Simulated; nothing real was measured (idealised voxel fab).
Name of the process module below: voxel capacitor over wiring
Xsec cut, 265 nm wide, square cell size 5 nm.
For the purposes of this document, a cross-section shall be understood as a grid of square cells, specified as bands listed in top-to-bottom order, each band consisting of one or more rows of cells.
A band entry consists of two parts. The first gives the height of the band's top and the height of its bottom, in nm. The rest lists the band's materials from left to right, each with its width in nm. A single material labelled with the word "everywhere" fills the band from edge to edge, and the word "air" marks empty space.
Heights from 0 (as-received wafer is one material below). Bottom band endless downward, as "top 0, no bottom".
A width given as "30..40" starts at the first number in the band's top row and ends at the second number in its bottom row, shifting by an equal amount at every step from row to row.
"no modifications" -> step changed no cross-section cell.
Entry "Closed void list". Content: empty spaces with no open connection to the top, size 8 cells or greater. Each: width x height at distance. Distance: from left edge. Unit: nm.
The remark found on a step's line after its settings is issued by the simulator itself and pertains to that step.
overlay nm: mask right of planned place by this much (step with mask). Neg. = left.
**The steps planned for the process are as follows**
1) RECEIVE with material Si
2) CONFORMAL_DEP with material SiO2, thk nm 10
3) DIRECTIONAL_DEP with material TiN, thk nm 5
4) DIRECTIONAL_DEP with material W, thk nm 20
5) PATTERN with tone cover, mask id METAL_1, material resist, width nm 25, pitch nm 75, thk nm 20, overlay nm 0
6) DIRECTIONAL_ETCH with etch materials W, depth nm 20
7) DIRECTIONAL_ETCH with etch materials TiN, depth nm 5
8) STRIP with etch materials resist
9) FILL_DEP with material lowk, thk nm 10
10) CMP with height nm 35
11) CONFORMAL_DEP with material SiCN, thk nm 5
12) DIRECTIONAL_DEP with material lowk, thk nm 20
13) DIRECTIONAL_DEP with material aC, thk nm 15
14) PATTERN with tone open, mask id PLUG_1, material resist, width nm 15, thk nm 30, overlay nm 0
15) DIRECTIONAL_ETCH with etch materials aC, depth nm 15
16) STRIP with etch materials resist
17) DIRECTIONAL_ETCH with etch materials lowk, depth nm 20
18) DIRECTIONAL_ETCH with etch materials SiCN, depth nm 5
19) STRIP with etch materials aC
20) EPI with material Ru, thk nm 10
21) EPI with material Ru, thk nm 10
22) EPI with material Ru, thk nm 5
23) DIRECTIONAL_DEP with material TiN, thk nm 5
24) DIRECTIONAL_DEP with material SiN, thk nm 5
25) DIRECTIONAL_DEP with material TiN, thk nm 10
26) DIRECTIONAL_DEP with material aC, thk nm 15
27) PATTERN with tone cover, mask id UPPER_PLATE, material resist, width nm 55, thk nm 30, overlay nm 0
28) DIRECTIONAL_ETCH with etch materials aC, depth nm 15
29) STRIP with etch materials resist
30) DIRECTIONAL_ETCH with etch materials TiN, depth nm 10
31) DIRECTIONAL_ETCH with etch materials SiN, depth nm 5
32) STRIP with etch materials aC
33) MASKED_ETCH with tone cover, mask id LOWER_PLATE, width nm 65, etch materials TiN, depth nm 5, overlay nm 0
34) FILL_DEP with material SiO2, thk nm 15
35) CMP with height nm 90
36) DIRECTIONAL_DEP with material aC, thk nm 15
37) PATTERN with tone open, mask id PLUG_2, material resist, width nm 15, thk nm 30, overlay nm 0
38) DIRECTIONAL_ETCH with etch materials aC, depth nm 15
39) STRIP with etch materials resist
40) DIRECTIONAL_ETCH with etch materials SiO2, depth nm 10
41) STRIP with etch materials aC
42) CONFORMAL_DEP with material TiN, thk nm 5
43) FILL_DEP with material W, thk nm 10
44) CMP with height nm 90
45) CONFORMAL_DEP with material SiCN, thk nm 5
**as received, after step 1**
* top 0, no bottom = Si everywhere
* Closed void list: none
**End-of-module cross-section of the first of two wafers, processed as planned**
* top 95, bottom 90 = SiCN everywhere
* top 90, bottom 85 = 100 of SiO2 / 5 of TiN / 5 of W / 5 of TiN / 150 of SiO2
* top 85, bottom 80 = 100 of SiO2 / 15 of TiN / 150 of SiO2
* top 80, bottom 70 = 90 of SiO2 / 55 of TiN / 120 of SiO2
* top 70, bottom 65 = 90 of SiO2 / 55 of SiN / 120 of SiO2
* top 65, bottom 60 = 85 of SiO2 / 65 of TiN / 115 of SiO2
* top 60, bottom 40 = 90 of lowk / 15 of Ru / 160 of lowk
* top 40, bottom 35 = 90 of SiCN / 15 of Ru / 160 of SiCN
* top 35, bottom 15 = 80 of lowk / 25 of W / 50 of lowk / 25 of W / 85 of lowk
* top 15, bottom 10 = 80 of lowk / 25 of TiN / 50 of lowk / 25 of TiN / 85 of lowk
* top 10, bottom 0 = SiO2 everywhere
* top 0, no bottom = Si everywhere
* Closed void list: none
**Second wafer through the module, sectioned at the end: same beginning and same plan as the first wafer, with one mistake in carrying it out**
* top 95, bottom 90 = SiCN everywhere
* top 90, bottom 85 = 100 of SiO2 / 5 of TiN / 5 of W / 5 of TiN / 150 of SiO2
* top 85, bottom 80 = 100 of SiO2 / 15 of TiN / 150 of SiO2
* top 80, bottom 70 = 90 of SiO2 / 55 of TiN / 120 of SiO2
* top 70, bottom 65 = 90 of SiO2 / 55 of SiN / 120 of SiO2
* top 65, bottom 60 = 85 of SiO2 / 65 of TiN / 115 of SiO2
* top 60, bottom 40 = 90 of lowk / 15 of Ru / 160 of lowk
* top 40, bottom 35 = 90 of SiCN / 15 of Ru / 160 of SiCN
* top 35, bottom 15 = 80 of lowk / 25 of W / 50 of lowk / 25 of W / 85 of lowk
* top 15, bottom 10 = 80 of lowk / 25 of TiN / 50 of lowk / 25 of TiN / 85 of lowk
* top 10, bottom 0 = lowk everywhere
* top 0, no bottom = Si everywhere
* Closed void list: none
Deviation noted in wafer processing: heads up, step 2 didn't go per plan, it actually ran as CONFORMAL_DEP with material lowk, thk nm 10
Counted in cells at the end, the second wafer holds more or fewer of these materials than the first: -106 SiO2; +106 lowk
